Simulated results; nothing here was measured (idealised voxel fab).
The process module that follows is named voxel ribs on slabs.
Square cells of 5 nm make up the cross-section cut, whose width is 280 nm.
This document writes a cross-section as a grid whose cells are square, and gives it as bands, listed from the top down; one or more rows of cells form a band. Heads up on the band format: heights come first, top then bottom, in nm. After that it's the materials left to right, each with its width in nm. A single material flagged "all across" fills the whole band edge to edge, and "air" means there's empty space there. Heights are reckoned from 0. Under this level, the received wafer is all of one material. The bottommost band is open-ended downward, for example "0 nm and below". Width spec "30->40" -> top row of cells at first value, bottom row at second value, equal per-row change in between. "no change" for a step: no cell of the cross-section changed in that step. You'll see "Closed voids list" listing empty spaces that have no way open to the top, as long as they're 8 cells or more; the notation is width x height at distance, where the distance is from the left edge, and all of it is in nm. Text after the settings on a step's line: the simulator's own remark on that step. overlay nm, on a step with a mask: how far to the right of its planned place the mask lay; to the left if negative.

Planned process steps
1: RECEIVE,material Si
2: DIRECTIONAL_DEP,material SiO2,thk nm 25
3: DIRECTIONAL_DEP,material SiN,thk nm 25
4: DIRECTIONAL_DEP,material aC,thk nm 15
5: PATTERN,tone cover,mask id RIB,material resist,width nm 30,thk nm 30,overlay nm 0
6: DIRECTIONAL_ETCH,etch materials aC,depth nm 15
7: STRIP,etch materials resist
8: DIRECTIONAL_ETCH,etch materials SiN,depth nm 15
9: STRIP,etch materials aC
10: PATTERN,tone cover,mask id SLAB,material resist,width nm 60,thk nm 20,overlay nm 0
11: DIRECTIONAL_ETCH,etch materials SiN,depth nm 10
12: STRIP,etch materials resist
13: FILL_DEP,material SiO2,thk nm 20
14: CMP,height nm 60
15: DIRECTIONAL_DEP,material TiN,thk nm 5
16: MASKED_ETCH,tone cover,mask id HEATER,width nm 40,etch materials TiN,depth nm 5,overlay nm 0
17: CONFORMAL_DEP,material SiN,thk nm 5

Step 1 complete: cross-section of the wafer as received
* 0 nm and below: Si all across
* Closed voids list: none

Cross-sectional image of the first of two wafers at the end of the module, the run having proceeded as planned
* 70 nm to 65 nm: 115 nm air; 50 nm SiN; 115 nm air
* 65 nm to 60 nm: 120 nm SiN; 40 nm TiN; 120 nm SiN
* 60 nm to 50 nm: SiO2 all across
* 50 nm to 35 nm: 125 nm SiO2; 30 nm SiN; 125 nm SiO2
* 35 nm to 25 nm: 110 nm SiO2; 60 nm SiN; 110 nm SiO2
* 25 nm to 0 nm: SiO2 all across
* 0 nm and below: Si all across
* Closed voids list: none

Second wafer cross-section at end of module - shared start and plan with the first, one mistake in the run
* 70 nm to 65 nm: 115 nm air; 50 nm SiN; 115 nm air
* 65 nm to 60 nm: 120 nm SiN; 40 nm TiN; 120 nm SiN
* 60 nm to 50 nm: 110 nm SiO2; 60 nm SiN; 110 nm SiO2
* 50 nm to 25 nm: SiN all across
* 25 nm to 0 nm: SiO2 all across
* 0 nm and below: Si all across
* Closed voids list: none
What went wrong in running the wafer? plan step 3 was twice executed
Cell-count delta at end, second wafer over first, by material: SiN: 262 more, SiO2: 262 fewer
